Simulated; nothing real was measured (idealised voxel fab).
Documented hereafter: the process module known as voxel capacitor over wiring.
The width of the displayed cross-section, cut, is 205 nm; its cells are square, with a size of 5 nm.
Cross-section = grid of square cells, listed top down in bands; band = one or more rows.
For a band, the entry starts with two heights in nm, that of the top and then that of the bottom, and carries on with the band's materials in order from left to right, each alongside its width in nm; the word "throughout" beside a single material means it fills the band edge to edge, and "blank" means empty space.
The level at which height equals 0 is the one under which the wafer, as it arrives, is entirely one material. No lower edge exists for the bottom band, which continues downward and is notated as in "0 -> down".
A two-number width, for instance "30 to 40", indicates that the width is equal to the first number in the top row of the band and to the second number in the bottom row, and that it changes by a constant amount per row of cells.
Given "nothing got changed" for a step, no cell of the cross-section differs between before and after that step.
So "Encapsulated voids" is basically the list of trapped voids: any empty space of 8 cells or more that can't reach the top through an opening. They're written width x height at distance, the distance being from the left edge, and it's all nm.
Whatever follows a step's settings on its line is a remark the simulator itself makes about that step.
If you see "overlay nm" on a step's line and that step has a mask, it's telling you how far right of where it was planned the mask ended up; a negative number means it went left instead.

plan
step 1: RECEIVE with material Si
step 2: CONFORMAL_DEP with material SiO2, thk nm 15
step 3: CONFORMAL_DEP with material SiCN, thk nm 5
step 4: DIRECTIONAL_DEP with material lowk, thk nm 25
step 5: MASKED_ETCH with tone open, mask id METAL_1, width nm 25, pitch nm 90, etch materials lowk, depth nm 25, overlay nm 0
step 6: MASKED_ETCH with tone open, mask id METAL_1, width nm 25, pitch nm 90, etch materials SiCN, depth nm 5, overlay nm 0
step 7: CONFORMAL_DEP with material TiN, thk nm 5
step 8: FILL_DEP with material Cu, thk nm 5
step 9: CMP with height nm 45
step 10: CONFORMAL_DEP with material SiCN, thk nm 5
step 11: DIRECTIONAL_DEP with material lowk, thk nm 10
step 12: DIRECTIONAL_DEP with material aC, thk nm 15
step 13: PATTERN with tone open, mask id PLUG_1, material resist, width nm 15, thk nm 30, overlay nm 0
step 14: DIRECTIONAL_ETCH with etch materials aC, depth nm 15
step 15: STRIP with etch materials resist
step 16: DIRECTIONAL_ETCH with etch materials lowk, depth nm 10
step 17: DIRECTIONAL_ETCH with etch materials SiCN, depth nm 5
step 18: STRIP with etch materials aC
step 19: EPI with material Ru, thk nm 10
step 20: EPI with material Ru, thk nm 5
step 21: DIRECTIONAL_DEP with material TiN, thk nm 5
step 22: DIRECTIONAL_DEP with material SiN, thk nm 5
step 23: DIRECTIONAL_DEP with material TiN, thk nm 5
step 24: PATTERN with tone cover, mask id UPPER_PLATE, material resist, width nm 70, thk nm 15, overlay nm 0
step 25: DIRECTIONAL_ETCH with etch materials TiN, depth nm 5
step 26: DIRECTIONAL_ETCH with etch materials SiN, depth nm 5
step 27: STRIP with etch materials resist
step 28: DIRECTIONAL_DEP with material aC, thk nm 15
step 29: PATTERN with tone cover, mask id LOWER_PLATE, material resist, width nm 80, thk nm 35, overlay nm 0
step 30: DIRECTIONAL_ETCH with etch materials aC, depth nm 15
step 31: STRIP with etch materials resist
step 32: DIRECTIONAL_ETCH with etch materials TiN, depth nm 5
step 33: STRIP with etch materials aC
step 34: FILL_DEP with material SiO2, thk nm 20
step 35: CMP with height nm 90
step 36: DIRECTIONAL_DEP with material aC, thk nm 15
step 37: PATTERN with tone open, mask id PLUG_2, material resist, width nm 15, thk nm 35, overlay nm 0
step 38: DIRECTIONAL_ETCH with etch materials aC, depth nm 15
step 39: STRIP with etch materials resist
step 40: DIRECTIONAL_ETCH with etch materials SiO2, depth nm 15
step 41: STRIP with etch materials aC
step 42: CONFORMAL_DEP with material TiN, thk nm 5
step 43: FILL_DEP with material Cu, thk nm 10
step 44: CMP with height nm 90
step 45: CONFORMAL_DEP with material SiCN, thk nm 5

Wafer as received: cross-section following step 1
- 0 -> down = Si throughout
- Encapsulated voids: none

The cross-section shown corresponds to the wafer at the conclusion of the module. The initial structure and the process plan are those presented above; however, one mistake occurred in executing the plan
- 95 -> 90 = SiCN throughout
- 90 -> 85 = SiO2: 55 | TiN: 70 | SiO2: 80
- 85 -> 80 = SiO2: 55 | SiN: 70 | SiO2: 80
- 80 -> 75 = SiO2: 50 | TiN: 80 | SiO2: 75
- 75 -> 60 = Ru throughout
- 60 -> 50 = TiN throughout
- 50 -> 45 = SiCN throughout
- 45 -> 20 = lowk: 45 | TiN: 5 | Cu: 15 | TiN: 5 | lowk: 65 | TiN: 5 | Cu: 15 | TiN: 5 | lowk: 45
- 20 -> 15 = SiCN: 45 | TiN: 25 | SiCN: 65 | TiN: 25 | SiCN: 45
- 15 -> 0 = SiO2 throughout
- 0 -> down = Si throughout
- Encapsulated voids: none
What broke from the plan during processing? in deviation from the planned setting, step 11 was conducted as DIRECTIONAL_DEP with material TiN, thk nm 10
